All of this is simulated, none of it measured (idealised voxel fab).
Documented hereafter: the process module known as voxel ribs on slabs.
The cross-section shown here is cut; it is 250 nm wide and divided into square cells measuring 5 nm on a side.
A cross-section is a grid of square cells, given in bands from the top down. A band is one or more rows of cells. Read a band's entry like this: the first values are the height of its top and the height of its bottom in nm, and what follows is the sequence of materials from left to right, each with its width in nm. Note that "empty" is empty space, and that a single material marked "everywhere" reaches across the band from edge to edge. Ref level 0: as-received wafer is one material below here. Bottom band extends down with no lower bound ("0 nm and below"). A width such as "30->40" changes by the same amount from each row of cells to the next, from the band's top row to its bottom row. "left unchanged" (step): cross-section cells unchanged, all of them. Listed in "Enclosed cavity list": every empty space of 8 or more cells without an open way to the top. Form: width x height at distance, the distance being from the left edge, all in nm. Step line, after settings: the simulator's comment on this step. Regarding "overlay nm": on a step with a mask, it is the distance the mask lay to the right of its planned place; a negative value places it to the left.
Process steps foreseen in the plan
1: RECEIVE with material Si
2: DIRECTIONAL_DEP with material SiO2, thk nm 25
3: DIRECTIONAL_DEP with material SiN, thk nm 25
4: MASKED_ETCH with tone cover, mask id RIB, width nm 15, etch materials SiN, depth nm 20, overlay nm 0
5: DIRECTIONAL_DEP with material aC, thk nm 10
6: PATTERN with tone cover, mask id SLAB, material resist, width nm 55, thk nm 25, overlay nm 0
7: DIRECTIONAL_ETCH with etch materials aC, depth nm 10
8: STRIP with etch materials resist
9: DIRECTIONAL_ETCH with etch materials SiN, depth nm 5
10: STRIP with etch materials aC
11: FILL_DEP with material SiO2, thk nm 25
12: CMP with height nm 65
13: DIRECTIONAL_DEP with material TiN, thk nm 10
14: MASKED_ETCH with tone cover, mask id HEATER, width nm 25, etch materials TiN, depth nm 10, overlay nm 0
15: CONFORMAL_DEP with material SiN, thk nm 5
Shown in cross-section is the wafer as received, that is, as it stands after step 1
    0 nm and below  Si everywhere
    Enclosed cavity list: none
Starting structure and process plan are as shown above, but one mistake was made in running the module; the wafer cross-section at the end of the module follows
    80 nm to 75 nm  SiN 115  empty 15  SiN 120
    75 nm to 70 nm  TiN 110  SiN 5  empty 15  SiN 5  TiN 115
    70 nm to 65 nm  TiN 110  SiN 25  TiN 115
    65 nm to 50 nm  SiO2 everywhere
    50 nm to 30 nm  SiO2 115  SiN 15  SiO2 120
    30 nm to 25 nm  SiO2 95  SiN 55  SiO2 100
    25 nm to 0 nm  SiO2 everywhere
    0 nm and below  Si everywhere
    Enclosed cavity list: none
Processing error: so step 14 ended up running with a different setting than we planned, it ran as MASKED_ETCH with tone open, mask id HEATER, width nm 25, etch materials TiN, depth nm 10, overlay nm 0
